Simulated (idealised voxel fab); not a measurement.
Process module name: voxel lift off
The width of the displayed cross-section, cut, is 140 nm; its cells are square, with a size of 5 nm.
A cross-section in this document is a grid of square cells, and it is written down as bands, the top band listed before the ones below it; a band is made up of one or more rows of cells. Within each band entry, the heights of the top and of the bottom of the band appear first, in that order and in nm; the materials of the band then follow from left to right, each with its corresponding width in nm. The designation "all across" on a single material indicates that it fills the band from edge to edge; the designation "blank" indicates empty space. Ref level 0: as-received wafer is one material below here. Bottom band extends down with no lower bound ("0 -> down"). Quick explanation for "30 to 40": the width changes in equal steps down the rows of cells, from the first number in the band's top row to the second number in its bottom row. When a step is marked "same as before", none of the cells in the cross-section changed during that step. "Closed void table": sealed empty spaces, 8 cells or more, no open way to top, listed width x height at distance, with distance from the left edge and width, height and distance in nm. Note: text after step settings on the step line = simulator remark on that step. overlay nm: right-of-plan distance of the mask on a masked step; negative values mean left-of-plan.

The following list gives the planned process steps
1,RECEIVE: material Si
2,CONFORMAL_DEP: material Al2O3, thk nm 10
3,PATTERN: tone open, mask id LINES, material resist, width nm 20, pitch nm 35, thk nm 25, overlay nm 0
4,DIRECTIONAL_DEP: material Ru, thk nm 10
5,STRIP: etch materials resist
6,CONFORMAL_DEP: material SiCN, thk nm 10

Cross-section of the incoming wafer, state after step 1
	0 -> down: Si all across
	Closed void table: none

End state of the module in cross-section, given the above starting point and plan and one mistake in execution
	30 -> 20: blank 35  SiCN 70  blank 35
	20 -> 10: SiCN 45  Ru 15  SiCN 20  Ru 15  SiCN 45
	10 -> 0: Al2O3 all across
	0 -> down: Si all across
	Closed void table: none
Where did the run depart from the plan? not per plan at step 3, really ran PATTERN: tone open, mask id LINES, material resist, width nm 15, pitch nm 35, thk nm 25, overlay nm 0
